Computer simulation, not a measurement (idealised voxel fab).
The process module presented herein is designated voxel wiring stack.
This is section cut - it's 185 nm across, gridded in 5 nm square cells.
The cross-sections in this document take the form of a grid made of square cells. They are written out as bands, in order from top to bottom. Each band consists of one or more rows of cells. The band entry comprises the height of the band's top followed by the height of its bottom, expressed in nm, and subsequently the band's materials from left to right, each stated together with its width in nm. Where a single material is marked with the word "edge to edge", that material fills the band from edge to edge. The word "air" represents empty space. A quick word on heights: they are counted from 0, and under that level the wafer as it came to us is one material throughout. The lowest band is different from the rest in having no bottom; it simply continues downward, written as in "0..down". The expression "30->40" gives the width at the extremes of the band, the first number at its top row of cells and the second at its bottom row, with the width changing by equal amounts from each row to the next in between. For the purposes of this document, the phrase "no alterations made" attached to a step denotes that no cell within the cross-section was modified by that step. "Sealed cavities": sealed empty spaces, 8 cells or more, no open way to top, listed width x height at distance, with distance from the left edge and width, height and distance in nm. What comes after the settings on a step's line is commentary from the simulator itself on that step. Regarding "overlay nm": on a step with a mask, it is the distance the mask lay to the right of its planned place; a negative value places it to the left.

## The steps planned for the process are as follows
1) RECEIVE (material Si)
2) CONFORMAL_DEP (material SiO2; thk nm 10)
3) CONFORMAL_DEP (material SiCN; thk nm 5)
4) DIRECTIONAL_DEP (material SiO2; thk nm 20)
5) PATTERN (tone open; mask id METAL_1; material resist; width nm 25; pitch nm 40; thk nm 15; overlay nm 0)
6) DIRECTIONAL_ETCH (etch materials SiO2; depth nm 20)
7) DIRECTIONAL_ETCH (etch materials SiCN; depth nm 5)
8) STRIP (etch materials resist)
9) CONFORMAL_DEP (material TiN; thk nm 5)
10) FILL_DEP (material Cu; thk nm 5)
11) CMP (height nm 35)
12) CONFORMAL_DEP (material SiCN; thk nm 5)
13) DIRECTIONAL_DEP (material SiO2; thk nm 30)
14) MASKED_ETCH (tone open; mask id METAL_2_HOLES; width nm 15; pitch nm 80; etch materials SiO2; depth nm 30; overlay nm 0)
15) MASKED_ETCH (tone open; mask id METAL_2; width nm 25; pitch nm 40; etch materials SiO2; depth nm 20; overlay nm 0)
16) MASKED_ETCH (tone open; mask id METAL_2; width nm 25; pitch nm 40; etch materials SiCN; depth nm 5; overlay nm 0)
17) CONFORMAL_DEP (material TiN; thk nm 5)
18) FILL_DEP (material Cu; thk nm 10)
19) CMP (height nm 60)
20) CONFORMAL_DEP (material SiN; thk nm 5)
Quick note for whoever runs this: the wafers start identical, but the height nm at step 19 isn't the same across them. The plan just shows what the first wafer had.

## Step 1 complete: as-received cross-section of the first of several wafers
    0..down = Si edge to edge
    Sealed cavities: none

## The figure below presents a cross-section of the first of several wafers at the conclusion of the module, following its last step, step 20
    65..60 = SiN edge to edge
    60..55 = SiO2 (20) | TiN (5) | Cu (15) | TiN (5) | SiO2 (15) | TiN (5) | Cu (15) | TiN (5) | SiO2 (15) | TiN (5) | Cu (15) | TiN (5) | SiO2 (15) | TiN (5) | Cu (15) | TiN (5) | SiO2 (20)
    55..50 = SiO2 (20) | TiN (5) | Cu (5) | TiN (15) | SiO2 (15) | TiN (25) | SiO2 (15) | TiN (5) | Cu (5) | TiN (15) | SiO2 (15) | TiN (25) | SiO2 (20)
    50..40 = SiO2 (20) | TiN (5) | Cu (5) | TiN (5) | SiO2 (65) | TiN (5) | Cu (5) | TiN (5) | SiO2 (70)
    40..35 = SiCN (20) | TiN (15) | SiCN (65) | TiN (15) | SiCN (70)
    35..15 = SiO2 (20) | TiN (5) | Cu (15) | TiN (5) | SiO2 (15) | TiN (5) | Cu (15) | TiN (5) | SiO2 (15) | TiN (5) | Cu (15) | TiN (5) | SiO2 (15) | TiN (5) | Cu (15) | TiN (5) | SiO2 (20)
    15..10 = SiCN (20) | TiN (25) | SiCN (15) | TiN (25) | SiCN (15) | TiN (25) | SiCN (15) | TiN (25) | SiCN (20)
    10..0 = SiO2 edge to edge
    0..down = Si edge to edge
    Sealed cavities: none

## Cross-section at module completion, last wafer
    90..85 = SiN edge to edge
    85..75 = Cu edge to edge
    75..70 = TiN (25) | Cu (15) | TiN (25) | Cu (15) | TiN (25) | Cu (15) | TiN (25) | Cu (15) | TiN (25)
    70..55 = SiO2 (20) | TiN (5) | Cu (15) | TiN (5) | SiO2 (15) | TiN (5) | Cu (15) | TiN (5) | SiO2 (15) | TiN (5) | Cu (15) | TiN (5) | SiO2 (15) | TiN (5) | Cu (15) | TiN (5) | SiO2 (20)
    55..50 = SiO2 (20) | TiN (5) | Cu (5) | TiN (15) | SiO2 (15) | TiN (25) | SiO2 (15) | TiN (5) | Cu (5) | TiN (15) | SiO2 (15) | TiN (25) | SiO2 (20)
    50..40 = SiO2 (20) | TiN (5) | Cu (5) | TiN (5) | SiO2 (65) | TiN (5) | Cu (5) | TiN (5) | SiO2 (70)
    40..35 = SiCN (20) | TiN (15) | SiCN (65) | TiN (15) | SiCN (70)
    35..15 = SiO2 (20) | TiN (5) | Cu (15) | TiN (5) | SiO2 (15) | TiN (5) | Cu (15) | TiN (5) | SiO2 (15) | TiN (5) | Cu (15) | TiN (5) | SiO2 (15) | TiN (5) | Cu (15) | TiN (5) | SiO2 (20)
    15..10 = SiCN (20) | TiN (25) | SiCN (15) | TiN (25) | SiCN (15) | TiN (25) | SiCN (15) | TiN (25) | SiCN (20)
    10..0 = SiO2 edge to edge
    0..down = Si edge to edge
    Sealed cavities: none

## Take any row and you have a wafer at the end of the module: how many cells of each material it has gained (+) or lost (-) since it was received, and then its closed voids
height nm 60; +66 Cu; +48 SiCN; +37 SiN; +238 SiO2; +92 TiN; Sealed cavities: none
height nm 65; +78 Cu; +48 SiCN; +37 SiN; +255 SiO2; +100 TiN; Sealed cavities: none
height nm 70; +90 Cu; +48 SiCN; +37 SiN; +272 SiO2; +108 TiN; Sealed cavities: none
height nm 75; +102 Cu; +48 SiCN; +37 SiN; +272 SiO2; +133 TiN; Sealed cavities: none
height nm 80; +139 Cu; +48 SiCN; +37 SiN; +272 SiO2; +133 TiN; Sealed cavities: none
height nm 85; +176 Cu; +48 SiCN; +37 SiN; +272 SiO2; +133 TiN; Sealed cavities: none
